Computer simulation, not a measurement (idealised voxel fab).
The process module that follows is named voxel self aligned contacts.
We display cut, a cross-section 300 nm in width whose square cells are each 5 nm.
A cross-section is a grid of square cells, given in bands from the top down. A band is one or more rows of cells. The entry gives the band's vertical extent as a top height and a bottom height in nm, then its horizontal make-up as materials from left to right, each with a width in nm. "blank" stands for empty space; a single material marked "full width" fills the band edge to edge. We count height from 0. Below that, the starting wafer is all one material. The lowest band never ends at the bottom but goes on down; see "0..down" for how that is written. Quick explanation for "30->40": the width changes in equal steps down the rows of cells, from the first number in the band's top row to the second number in its bottom row. It should be understood that the words "everything unchanged", when stated for a given step, signify that the cross-section underwent no change in any of its cells during that step. Entry "Closed empty spaces". Content: empty spaces with no open connection to the top, size 8 cells or greater. Each: width x height at distance. Distance: from left edge. Unit: nm. What comes after the settings on a step's line is commentary from the simulator itself on that step. "overlay nm" answers the question of how far to the right of plan the mask lay on a step that has a mask, and when it is negative the answer is to the left.
This section lists the process steps that were planned:
| 1 | RECEIVE (material Si) |
| 2 | OXIDIZE (depth nm 5) |
| 3 | DIRECTIONAL_DEP (material polySi; thk nm 30) |
| 4 | DIRECTIONAL_DEP (material SiN; thk nm 20) |
| 5 | DIRECTIONAL_DEP (material aC; thk nm 10) |
| 6 | PATTERN (tone cover; mask id GATE; material resist; width nm 30; pitch nm 65; thk nm 30; overlay nm 0) |
| 7 | DIRECTIONAL_ETCH (etch materials aC; depth nm 10) |
| 8 | STRIP (etch materials resist) |
| 9 | DIRECTIONAL_ETCH (etch materials SiN; depth nm 20) |
| 10 | DIRECTIONAL_ETCH (etch materials polySi; depth nm 30) |
| 11 | STRIP (etch materials aC) |
| 12 | CONFORMAL_DEP (material SiN; thk nm 5) |
| 13 | DIRECTIONAL_ETCH (etch materials SiN; depth nm 5) |
| 14 | FILL_DEP (material SiO2; thk nm 10) |
| 15 | CMP (height nm 55) |
| 16 | MASKED_ETCH (tone open; mask id CONTACT; width nm 45; pitch nm 65; etch materials SiO2; depth nm 60; overlay nm 0) |
| 17 | CONFORMAL_DEP (material TiN; thk nm 5) |
| 18 | FILL_DEP (material Ru; thk nm 10) |
| 19 | CMP (height nm 55) |
| 20 | CONFORMAL_DEP (material SiN; thk nm 5) |
As received (post step 1): cross-section:
* 0..down = Si full width
* Closed empty spaces: none
First of two wafers: cross-section at end of module, run per plan:
* 60..55 = SiN full width
* 55..50 = SiO2: 95  TiN: 15  Ru: 15  TiN: 15  SiO2: 20  TiN: 15  Ru: 15  TiN: 15  SiO2: 95
* 50..30 = SiO2: 65  SiN: 40  TiN: 5  Ru: 15  TiN: 5  SiN: 40  TiN: 5  Ru: 15  TiN: 5  SiN: 40  SiO2: 65
* 30..0 = SiO2: 65  SiN: 5  polySi: 30  SiN: 5  TiN: 5  Ru: 15  TiN: 5  SiN: 5  polySi: 30  SiN: 5  TiN: 5  Ru: 15  TiN: 5  SiN: 5  polySi: 30  SiN: 5  SiO2: 65
* 0..-5 = SiO2: 105  TiN: 25  SiO2: 40  TiN: 25  SiO2: 105
* -5..down = Si full width
* Closed empty spaces: none
Wafer two (of two), end-of-module cross-section: start = wafer one, plan = wafer one, one run mistake:
* 60..55 = SiN full width
* 55..50 = SiO2: 95  TiN: 15  Ru: 15  TiN: 15  SiO2: 20  TiN: 15  Ru: 15  TiN: 15  SiO2: 95
* 50..25 = SiO2: 65  SiN: 5  polySi: 30  SiN: 5  TiN: 5  Ru: 15  TiN: 5  SiN: 5  polySi: 30  SiN: 5  TiN: 5  Ru: 15  TiN: 5  SiN: 5  polySi: 30  SiN: 5  SiO2: 65
* 25..20 = SiO2: 65  SiN: 5  polySi: 30  SiN: 5  TiN: 25  SiN: 5  polySi: 30  SiN: 5  TiN: 25  SiN: 5  polySi: 30  SiN: 5  SiO2: 65
* 20..0 = polySi full width
* 0..-5 = SiO2 full width
* -5..down = Si full width
* Closed empty spaces: none
In executing the process, a mistake was made relative to the plan: rather than as planned, step 4 actually ran as DIRECTIONAL_DEP (material polySi; thk nm 20)
Final tally in cells, some materials are higher or lower on the second wafer than on the first: 30 fewer of Ru | 96 fewer of SiN | 94 fewer of SiO2 | 20 fewer of TiN | 240 more of polySi
